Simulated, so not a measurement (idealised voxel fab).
Process module name: voxel quadruple lines
Shown is cross-section cut, with a width of 265 nm and square cells of size 5 nm.
When this document writes out a cross-section, it uses a grid of square cells and lists it as bands, beginning at the top and moving down, with a band standing for one or more rows of cells.
A band entry consists of two parts. The first gives the height of the band's top and the height of its bottom, in nm. The rest lists the band's materials from left to right, each with its width in nm. A single material labelled with the word "throughout" fills the band from edge to edge, and the word "empty" marks empty space.
Zero point of the height axis is 0; under it, received wafer = one material. Lowest band: continues down indefinitely, "z 0 and below".
When a width is written as two numbers, as in "30..40", the first number is the width in the top row of cells of the band and the second is the width in its bottom row, and the width changes by the same amount from each row to the next.
The cross-section has no changed cell in any step marked "everything unchanged".
Each empty space that has no open way to the top and spans at least 8 cells appears under "Closed void catalog" as width x height at distance, the distance counted from the left edge, all in nm.
The remark found on a step's line after its settings is issued by the simulator itself and pertains to that step.
overlay nm: step with mask; distance mask lay right of planned place; negative value = left of planned place.

THE PROCESS STEPS THAT WERE PLANNED ARE LISTED BELOW
1 RECEIVE (material Si)
2 CONFORMAL_DEP (material SiO2; thk nm 5)
3 DIRECTIONAL_DEP (material W; thk nm 10)
4 DIRECTIONAL_DEP (material polySi; thk nm 20)
5 DIRECTIONAL_DEP (material aC; thk nm 20)
6 PATTERN (tone cover; mask id MANDREL; material resist; width nm 15; pitch nm 80; thk nm 25; overlay nm 0)
7 DIRECTIONAL_ETCH (etch materials aC; depth nm 20)
8 STRIP (etch materials resist)
9 CONFORMAL_DEP (material SiO2; thk nm 15)
10 DIRECTIONAL_ETCH (etch materials SiO2; depth nm 15)
11 STRIP (etch materials aC)
12 DIRECTIONAL_ETCH (etch materials polySi; depth nm 20)
13 STRIP (etch materials SiO2)
14 CONFORMAL_DEP (material SiN; thk nm 5)
15 DIRECTIONAL_ETCH (etch materials SiN; depth nm 5)
16 STRIP (etch materials polySi)
17 DIRECTIONAL_ETCH (etch materials W; depth nm 10)
18 STRIP (etch materials SiN)
19 FILL_DEP (material lowk; thk nm 10)
20 CMP (height nm 15)
Be aware that, although all wafers share a common starting state, the width nm at step 6 differs among them, and the plan displays the first wafer's value.

SO THIS IS THE FIRST OF SEVERAL WAFERS, CROSS-SECTIONED AS IT CAME TO US, MEANING IT'S AT THE END OF STEP 1
z 0 and below | Si throughout
Closed void catalog: none

MODULE FINISHED, LAST STEP 20 DONE: CROSS-SECTION OF THE FIRST OF SEVERAL WAFERS
z 15 to 5 | lowk 65 nm / W 5 nm / lowk 15 nm / W 5 nm / lowk 5 nm / W 5 nm / lowk 15 nm / W 5 nm / lowk 25 nm / W 5 nm / lowk 15 nm / W 5 nm / lowk 5 nm / W 5 nm / lowk 15 nm / W 5 nm / lowk 65 nm
z 5 to 0 | SiO2 throughout
z 0 and below | Si throughout
Closed void catalog: none

THE MODULE'S END: A CROSS-SECTION OF THE LAST WAFER
z 15 to 5 | lowk 55 nm / W 5 nm / lowk 15 nm / W 5 nm / lowk 30 nm / W 5 nm / lowk 15 nm / W 10 nm / lowk 15 nm / W 5 nm / lowk 30 nm / W 5 nm / lowk 15 nm / W 5 nm / lowk 50 nm
z 5 to 0 | SiO2 throughout
z 0 and below | Si throughout
Closed void catalog: none

BELOW, A ROW FOR EVERY WAFER. READ IT AS THE END-OF-MODULE PICTURE: FOR EACH MATERIAL THE WAFER SHOWS ITS CELLS GAINED (+) OR LOST (-) SINCE IT WAS RECEIVED, AND THEN ITS CLOSED VOIDS
width nm 15; +53 SiO2; +16 W; +90 lowk; Closed void catalog: none
width nm 20; +53 SiO2; +16 W; +90 lowk; Closed void catalog: none
width nm 25; +53 SiO2; +16 W; +90 lowk; Closed void catalog: none
width nm 30; +53 SiO2; +16 W; +90 lowk; Closed void catalog: none
width nm 35; +53 SiO2; +16 W; +90 lowk; Closed void catalog: none
width nm 40; +53 SiO2; +16 W; +90 lowk; Closed void catalog: none
